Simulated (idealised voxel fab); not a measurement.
Process module, titled voxel plated lines
cross-section cut | 260 nm wide | cells 5 nm
In what follows, cross-sections appear as grids of square cells, described through bands that run from the top down, where every band is one or more rows of cells.
For a band, the entry starts with two heights in nm, that of the top and then that of the bottom, and carries on with the band's materials in order from left to right, each alongside its width in nm; the word "full width" beside a single material means it fills the band edge to edge, and "empty" means empty space.
Counting heights begins at 0, where everything beneath is, in the wafer as received, one material. The lowest band has no bottom; it goes on downwards, as "0 down" shows.
With a width like "30..40", each row of cells in the band differs from the next by the same amount, the top row carrying the first number and the bottom row the second.
Given "nothing different" for a step, no cell of the cross-section differs between before and after that step.
Closed empty spaces (no open way to the top) of 8 cells or more are what "Voids lacking openings" lists, each as width x height at distance from the left edge, nm for all three.
If you see something after the settings on a step's line, that's the simulator's own remark about that step.
overlay nm: on a step with a mask, how far right of its planned place the mask lay; negative means left.
# Planned step list for the process
1. op RECEIVE | material Si
2. op CONFORMAL_DEP | material SiO2 | thk nm 15
3. op DIRECTIONAL_DEP | material TiN | thk nm 5
4. op PATTERN | tone open | mask id LINES | material resist | width nm 20 | pitch nm 35 | thk nm 40 | overlay nm 0
5. op EPI | material Ru | thk nm 10
6. op EPI | material Ru | thk nm 5
7. op EPI | material Ru | thk nm 10
8. op STRIP | etch materials resist
9. op DIRECTIONAL_ETCH | etch materials TiN | depth nm 5
10. op CONFORMAL_DEP | material SiN | thk nm 10
# Incoming wafer, cross-sectional view, post step 1
> 0 down | Si full width
> Voids lacking openings: none
# Starting wafer: above. Plan: above. Run: one mistake. Cross-section after the module: below
> 70 to 60 | empty 55 / SiN 145 / empty 60
> 60 to 40 | empty 55 / SiN 10 / Ru 20 / SiN 15 / Ru 20 / SiN 15 / Ru 20 / SiN 15 / Ru 20 / SiN 10 / empty 60
> 40 to 35 | SiN 65 / Ru 20 / SiN 15 / Ru 20 / SiN 15 / Ru 20 / SiN 15 / Ru 20 / SiN 70
> 35 to 30 | SiN 65 / TiN 20 / SiN 15 / TiN 20 / SiN 15 / TiN 20 / SiN 15 / TiN 20 / SiN 70
> 30 to 0 | SiO2 full width
> 0 down | Si full width
> Voids lacking openings: none
Deviation from plan: execution of plan step 2 occurred twice
